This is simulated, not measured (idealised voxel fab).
process module | voxel gate over fins
cross-section cut | 260 nm wide | cells 5 nm
A cross-section is a grid of square cells, given in bands from the top down. A band is one or more rows of cells.
Each band's line starts with the height of the band's top and of its bottom, in nm. Then come its materials from left to right, each with its width in nm. One material with "throughout" fills the band from edge to edge. "air" is empty space.
Height 0 is the level under which the wafer as received is all one material. The lowest band goes on downwards, as in "0 down".
A width such as "30 to 40" changes by the same amount from each row of cells to the next, from the band's top row to its bottom row.
"no change" after a step means that no cell of the cross-section changed.
closed voids: empty space of 8 cells or more with no open way to the top, each as width x height at its distance from the left edge, in nm
after a step's settings: what the simulator itself notes on the step
overlay nm, on a step with a mask: how far to the right of its planned place the mask lay; to the left if negative
plan
1 op RECEIVE | material Si
2 op CONFORMAL_DEP | material SiN | thk nm 10
3 op DIRECTIONAL_DEP | material aC | thk nm 10
4 op PATTERN | tone cover | mask id FINS | material resist | width nm 15 | pitch nm 40 | thk nm 30 | overlay nm 0
5 op DIRECTIONAL_ETCH | etch materials aC | depth nm 10
6 op STRIP | etch materials resist
7 op DIRECTIONAL_ETCH | etch materials SiN | depth nm 10
8 op DIRECTIONAL_ETCH | etch materials Si | depth nm 30
9 op STRIP | etch materials aC
10 op FILL_DEP | material SiO2 | thk nm 5
11 op CMP | height nm 10
12 op SELECTIVE_ETCH | etch materials SiO2 | depth nm 25
13 op STRIP | etch materials SiN
14 op CONFORMAL_DEP | material HfO2 | thk nm 5
15 op CONFORMAL_DEP | material TiN | thk nm 5
16 op CONFORMAL_DEP | material TiAl | thk nm 5
17 op CONFORMAL_DEP | material TiN | thk nm 5
18 op FILL_DEP | material W | thk nm 10
19 op CMP | height nm 25
20 op CONFORMAL_DEP | material SiCN | thk nm 10
first wafer, as planned
as received, after step 1
  0 down: Si throughout
  closed voids: none
after step 2
  10 to 0: SiN throughout
  below 0: unchanged
after step 3
  20 to 10: aC throughout
  below 10: unchanged
after step 4
  50 to 20: air 100 | resist 15 | air 25 | resist 15 | air 105
  below 20: unchanged
after step 5
  40 to 20: air 100 | resist 15 | air 25 | resist 15 | air 105
  20 to 10: air 100 | aC 15 | air 25 | aC 15 | air 105
  below 10: unchanged
after step 6
  20 to 10: air 100 | aC 15 | air 25 | aC 15 | air 105
  below 10: unchanged
after step 7
  20 to 10: air 100 | aC 15 | air 25 | aC 15 | air 105
  10 to 0: air 100 | SiN 15 | air 25 | SiN 15 | air 105
  below 0: unchanged
after step 8
  20 to 10: air 100 | aC 15 | air 25 | aC 15 | air 105
  10 to 0: air 100 | SiN 15 | air 25 | SiN 15 | air 105
  0 to -30: air 100 | Si 15 | air 25 | Si 15 | air 105
  below -30: unchanged
after step 9
  10 to 0: air 100 | SiN 15 | air 25 | SiN 15 | air 105
  below 0: unchanged
after step 10
  15 to 10: SiO2 throughout
  10 to 0: SiO2 100 | SiN 15 | SiO2 25 | SiN 15 | SiO2 105
  0 to -30: SiO2 100 | Si 15 | SiO2 25 | Si 15 | SiO2 105
  below -30: unchanged
after step 11
  10 to 0: SiO2 100 | SiN 15 | SiO2 25 | SiN 15 | SiO2 105
  below 0: unchanged
after step 12
  10 to 0: air 100 | SiN 15 | air 25 | SiN 15 | air 105
  0 to -15: air 100 | Si 15 | air 25 | Si 15 | air 105
  below -15: unchanged
after step 13
  0 to -15: air 100 | Si 15 | air 25 | Si 15 | air 105
  below -15: unchanged
after step 14
  5 to 0: air 95 | HfO2 25 | air 15 | HfO2 25 | air 100
  0 to -10: air 95 | HfO2 5 | Si 15 | HfO2 5 | air 15 | HfO2 5 | Si 15 | HfO2 5 | air 100
  -10 to -15: HfO2 100 | Si 15 | HfO2 25 | Si 15 | HfO2 105
  below -15: unchanged
after step 15
  10 to 5: air 90 | TiN 35 | air 5 | TiN 35 | air 95
  5 to 0: air 90 | TiN 5 | HfO2 25 | TiN 5 | air 5 | TiN 5 | HfO2 25 | TiN 5 | air 95
  0 to -5: air 90 | TiN 5 | HfO2 5 | Si 15 | HfO2 5 | TiN 5 | air 5 | TiN 5 | HfO2 5 | Si 15 | HfO2 5 | TiN 5 | air 95
  -5 to -10: TiN 95 | HfO2 5 | Si 15 | HfO2 5 | TiN 15 | HfO2 5 | Si 15 | HfO2 5 | TiN 100
  below -10: unchanged
after step 16
  15 to 10: air 85 | TiAl 85 | air 90
  10 to 5: air 85 | TiAl 5 | TiN 35 | TiAl 5 | TiN 35 | TiAl 5 | air 90
  5 to 0: air 85 | TiAl 5 | TiN 5 | HfO2 25 | TiN 5 | TiAl 5 | TiN 5 | HfO2 25 | TiN 5 | TiAl 5 | air 90
  0 to -5: TiAl 90 | TiN 5 | HfO2 5 | Si 15 | HfO2 5 | TiN 5 | TiAl 5 | TiN 5 | HfO2 5 | Si 15 | HfO2 5 | TiN 5 | TiAl 95
  below -5: unchanged
after step 17
  20 to 15: air 80 | TiN 95 | air 85
  15 to 10: air 80 | TiN 5 | TiAl 85 | TiN 5 | air 85
  10 to 5: air 80 | TiN 5 | TiAl 5 | TiN 35 | TiAl 5 | TiN 35 | TiAl 5 | TiN 5 | air 85
  5 to 0: TiN 85 | TiAl 5 | TiN 5 | HfO2 25 | TiN 5 | TiAl 5 | TiN 5 | HfO2 25 | TiN 5 | TiAl 5 | TiN 90
  below 0: unchanged
after step 18
  30 to 20: W throughout
  20 to 15: W 80 | TiN 95 | W 85
  15 to 10: W 80 | TiN 5 | TiAl 85 | TiN 5 | W 85
  10 to 5: W 80 | TiN 5 | TiAl 5 | TiN 35 | TiAl 5 | TiN 35 | TiAl 5 | TiN 5 | W 85
  below 5: unchanged
after step 19
  25 to 20: W throughout
  below 20: unchanged
after step 20
  35 to 25: SiCN throughout
  below 25: unchanged
second wafer: like start, like plan, one mistake. Through step 13 it matches the first wafer
when step 14 should have ended
  5 to 0: air 95 | TiN 25 | air 15 | TiN 25 | air 100
  0 to -10: air 95 | TiN 5 | Si 15 | TiN 5 | air 15 | TiN 5 | Si 15 | TiN 5 | air 100
  -10 to -15: TiN 100 | Si 15 | TiN 25 | Si 15 | TiN 105
  below -15: unchanged
when step 15 should have ended
  10 to 5: air 90 | HfO2 35 | air 5 | HfO2 35 | air 95
  5 to 0: air 90 | HfO2 5 | TiN 25 | HfO2 5 | air 5 | HfO2 5 | TiN 25 | HfO2 5 | air 95
  0 to -5: air 90 | HfO2 5 | TiN 5 | Si 15 | TiN 5 | HfO2 5 | air 5 | HfO2 5 | TiN 5 | Si 15 | TiN 5 | HfO2 5 | air 95
  -5 to -10: HfO2 95 | TiN 5 | Si 15 | TiN 5 | HfO2 15 | TiN 5 | Si 15 | TiN 5 | HfO2 100
  below -10: unchanged
when step 16 should have ended
  15 to 10: air 85 | TiAl 85 | air 90
  10 to 5: air 85 | TiAl 5 | HfO2 35 | TiAl 5 | HfO2 35 | TiAl 5 | air 90
  5 to 0: air 85 | TiAl 5 | HfO2 5 | TiN 25 | HfO2 5 | TiAl 5 | HfO2 5 | TiN 25 | HfO2 5 | TiAl 5 | air 90
  0 to -5: TiAl 90 | HfO2 5 | TiN 5 | Si 15 | TiN 5 | HfO2 5 | TiAl 5 | HfO2 5 | TiN 5 | Si 15 | TiN 5 | HfO2 5 | TiAl 95
  below -5: unchanged
when step 17 should have ended
  20 to 15: air 80 | TiN 95 | air 85
  15 to 10: air 80 | TiN 5 | TiAl 85 | TiN 5 | air 85
  10 to 5: air 80 | TiN 5 | TiAl 5 | HfO2 35 | TiAl 5 | HfO2 35 | TiAl 5 | TiN 5 | air 85
  5 to 0: TiN 85 | TiAl 5 | HfO2 5 | TiN 25 | HfO2 5 | TiAl 5 | HfO2 5 | TiN 25 | HfO2 5 | TiAl 5 | TiN 90
  below 0: unchanged
when step 18 should have ended
  30 to 20: W throughout
  20 to 15: W 80 | TiN 95 | W 85
  15 to 10: W 80 | TiN 5 | TiAl 85 | TiN 5 | W 85
  10 to 5: W 80 | TiN 5 | TiAl 5 | HfO2 35 | TiAl 5 | HfO2 35 | TiAl 5 | TiN 5 | W 85
  below 5: unchanged
when step 19 should have ended
  25 to 20: W throughout
  below 20: unchanged
when step 20 should have ended
  35 to 25: SiCN throughout
  below 25: unchanged
what went wrong: steps 14 and 15 were swapped
at the end the second wafer has, in cells: as many of each material as the first, in other places
